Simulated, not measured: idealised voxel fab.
process module | voxel released beams
cross-section cut | 240 nm wide | cells 5 nm
A cross-section is a grid of square cells, given in bands from the top down. A band is one or more rows of cells.
Each band's line starts with the height of the band's top and of its bottom, in nm. Then come its materials from left to right, each with its width in nm. One material with "throughout" fills the band from edge to edge. "air" is empty space.
Height 0 is the level under which the wafer as received is all one material. The lowest band goes on downwards, as in "0 down".
A width such as "30 to 40" changes by the same amount from each row of cells to the next, from the band's top row to its bottom row.
"no change" after a step means that no cell of the cross-section changed.
closed voids: empty space of 8 cells or more with no open way to the top, each as width x height at its distance from the left edge, in nm
after a step's settings: what the simulator itself notes on the step
overlay nm, on a step with a mask: how far to the right of its planned place the mask lay; to the left if negative
plan
1 op RECEIVE | material Si
2 op CONFORMAL_DEP | material SiN | thk nm 5
3 op DIRECTIONAL_DEP | material SiO2 | thk nm 15
4 op PATTERN | tone open | mask id ANCHOR | material resist | width nm 40 | thk nm 15 | overlay nm 0
5 op DIRECTIONAL_ETCH | etch materials SiO2 | depth nm 15
6 op STRIP | etch materials resist
7 op CONFORMAL_DEP | material TiN | thk nm 15
8 op MASKED_ETCH | tone cover | mask id BEAM | width nm 85 | etch materials TiN | depth nm 15 | overlay nm 0
9 op STRIP | etch materials SiO2
as received, after step 1
  0 down: Si throughout
  closed voids: none
a wafer at the end: this start, this plan, one mistake
  15 to 0: air 75 | TiN 85 | air 80
  0 down: Si throughout
  closed voids: none
what went wrong: step 6 ran as: op STRIP | etch materials SiN
